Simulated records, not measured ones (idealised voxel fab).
process module | voxel double patterning
cross-section cut | 195 nm wide | cells 5 nm
A cross-section is a grid of square cells, given in bands from the top down. A band is one or more rows of cells.
Each band's line starts with the height of the band's top and of its bottom, in nm. Then come its materials from left to right, each with its width in nm. One material with "throughout" fills the band from edge to edge. "air" is empty space.
Height 0 is the level under which the wafer as received is all one material. The lowest band goes on downwards, as in "0 down".
A width such as "30 to 40" changes by the same amount from each row of cells to the next, from the band's top row to its bottom row.
"no change" after a step means that no cell of the cross-section changed.
closed voids: empty space of 8 cells or more with no open way to the top, each as width x height at its distance from the left edge, in nm
after a step's settings: what the simulator itself notes on the step
overlay nm, on a step with a mask: how far to the right of its planned place the mask lay; to the left if negative
plan
1 op RECEIVE | material Si
2 op CONFORMAL_DEP | material SiO2 | thk nm 5
3 op DIRECTIONAL_DEP | material polySi | thk nm 20
4 op DIRECTIONAL_DEP | material SiN | thk nm 5
5 op DIRECTIONAL_DEP | material aC | thk nm 10
6 op PATTERN | tone open | mask id FIRST | material resist | width nm 15 | pitch nm 50 | thk nm 30 | overlay nm 0
7 op DIRECTIONAL_ETCH | etch materials aC | depth nm 10
8 op STRIP | etch materials resist
9 op DIRECTIONAL_ETCH | etch materials SiN | depth nm 5
10 op STRIP | etch materials aC
11 op PATTERN | tone open | mask id SECOND | material resist | width nm 15 | thk nm 20 | overlay nm 0
12 op DIRECTIONAL_ETCH | etch materials SiN | depth nm 5
13 op STRIP | etch materials resist
14 op DIRECTIONAL_ETCH | etch materials polySi | depth nm 20
15 op STRIP | etch materials SiN
as received, after step 1
  0 down: Si throughout
  closed voids: none
first wafer at the end, as planned
  25 to 5: polySi 65 | air 15 | polySi 10 | air 15 | polySi 10 | air 15 | polySi 65
  5 to 0: SiO2 throughout
  0 down: Si throughout
  closed voids: none
second wafer at the end: like start, like plan, one mistake
  20 to 0: polySi 65 | air 15 | polySi 10 | air 15 | polySi 10 | air 15 | polySi 65
  0 down: Si throughout
  closed voids: none
what went wrong: step 2 was left out
at the end the second wafer has, in cells: 39 fewer of SiO2
